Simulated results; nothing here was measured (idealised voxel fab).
The process module that follows is named voxel local oxidation.
Section shown: cut. Width: 205 nm. Cell size: 5 nm, square.
Cross-sections here: square-cell grids, written as top-down lists of bands, a band being one or more rows of cells. Look at the band entry: it leads with the top's height and the bottom's height in nm. Then it lists the materials left to right, with a width in nm for each. The word "throughout" on a single material says that material fills the band edge to edge. The word "air" is empty space. It should be noted that heights are counted from 0, beneath which the wafer as supplied is of one material throughout, and that the lowest band possesses no lower boundary but continues downward, as written in "0 nm and below". When a width is written as two numbers, as in "30 to 40", the first number is the width in the top row of cells of the band and the second is the width in its bottom row, and the width changes by the same amount from each row to the next. Take "same as before" at face value: in the step it is given for, the cross-section changed in none of its cells. Internal closed voids: empty space of 8 cells or more with no open way to the top, each as width x height at its distance from the left edge, in nm. Read whatever lies past the settings on a step's line as the simulator's own remark about the step. When a step includes a mask, the "overlay nm" setting on its line states how far to the right of its planned place that mask lay, and negative values state how far to the left.
## Intended process steps
1,RECEIVE: material Si
2,CONFORMAL_DEP: material SiO2, thk nm 5
3,CONFORMAL_DEP: material SiN, thk nm 15
4,DIRECTIONAL_DEP: material aC, thk nm 10
5,PATTERN: tone cover, mask id ACTIVE, material resist, width nm 90, thk nm 30, overlay nm 0
6,DIRECTIONAL_ETCH: etch materials aC, depth nm 10
7,STRIP: etch materials resist
8,DIRECTIONAL_ETCH: etch materials SiN, depth nm 15
9,STRIP: etch materials aC
10,SELECTIVE_ETCH: etch materials SiO2, depth nm 5
11,OXIDIZE: depth nm 15
12,STRIP: etch materials SiN
## First wafer out of two, processed as planned
## Cross-section of the incoming wafer, state after step 1
  0 nm and below: Si throughout
  Internal closed voids: none
## The wafer, seen in cross-section, after step 2
  5 nm to 0 nm: SiO2 throughout
  Below a height of 0, the structure has not been altered.
## The wafer, seen in cross-section, after step 3
  20 nm to 5 nm: SiN throughout
  Below a height of 5, the structure has not been altered.
## The wafer, seen in cross-section, after step 4
  30 nm to 20 nm: aC throughout
  Below a height of 20, the structure has not been altered.
## The wafer, seen in cross-section, after step 5
  60 nm to 30 nm: air=55; resist=90; air=60
  Below a height of 30, the structure has not been altered.
## The wafer, seen in cross-section, after step 6
  50 nm to 30 nm: air=55; resist=90; air=60
  30 nm to 20 nm: air=55; aC=90; air=60
  Below a height of 20, the structure has not been altered.
## The wafer, seen in cross-section, after step 7
  30 nm to 20 nm: air=55; aC=90; air=60
  Below a height of 20, the structure has not been altered.
## The wafer, seen in cross-section, after step 8
  30 nm to 20 nm: air=55; aC=90; air=60
  20 nm to 5 nm: air=55; SiN=90; air=60
  Below a height of 5, the structure has not been altered.
## The wafer, seen in cross-section, after step 9
  20 nm to 5 nm: air=55; SiN=90; air=60
  Below a height of 5, the structure has not been altered.
## The wafer, seen in cross-section, after step 10
  20 nm to 5 nm: air=55; SiN=90; air=60
  5 nm to 0 nm: air=60; SiO2=80; air=65
  Below a height of 0, the structure has not been altered.
## The wafer, seen in cross-section, after step 11
  20 nm to 5 nm: air=55; SiN=90; air=60
  5 nm to 0 nm: air=60; SiO2=80; air=65
  0 nm to -15 nm: SiO2=75; Si=50; SiO2=80
  Below a height of -15, the structure has not been altered.
## The wafer, seen in cross-section, after step 12
  5 nm to 0 nm: air=60; SiO2=80; air=65
  Below a height of 0, the structure has not been altered.
## Notes, second wafer: start = first wafer's, plan = first wafer's, execution had one mistake; history identical to first through step 2
## Look at the second wafer in cross-section at the time step 3 ought to have finished
  20 nm to 0 nm: SiO2 throughout
  Below a height of 0, the structure has not been altered.
## Look at the second wafer in cross-section at the time step 4 ought to have finished
  30 nm to 20 nm: aC throughout
  Below a height of 20, the structure has not been altered.
## Look at the second wafer in cross-section at the time step 5 ought to have finished
  60 nm to 30 nm: air=55; resist=90; air=60
  Below a height of 30, the structure has not been altered.
## Look at the second wafer in cross-section at the time step 6 ought to have finished
  50 nm to 30 nm: air=55; resist=90; air=60
  30 nm to 20 nm: air=55; aC=90; air=60
  Below a height of 20, the structure has not been altered.
## Look at the second wafer in cross-section at the time step 7 ought to have finished
  30 nm to 20 nm: air=55; aC=90; air=60
  Below a height of 20, the structure has not been altered.
Look at the second wafer in cross-section at the time step 8 ought to have finished: same as before
## Look at the second wafer in cross-section at the time step 9 ought to have finished
  20 nm to 0 nm: SiO2 throughout
  Below a height of 0, the structure has not been altered.
## Look at the second wafer in cross-section at the time step 10 ought to have finished
  15 nm to 0 nm: SiO2 throughout
  Below a height of 0, the structure has not been altered.
Look at the second wafer in cross-section at the time step 11 ought to have finished: same as before
Look at the second wafer in cross-section at the time step 12 ought to have finished: same as before
Processing error: step 3 did not happen as planned, as run it was CONFORMAL_DEP: material SiO2, thk nm 15
Final difference in cells, second wafer against first, listed per material as more or fewer: 93 more of Si | 14 more of SiO2
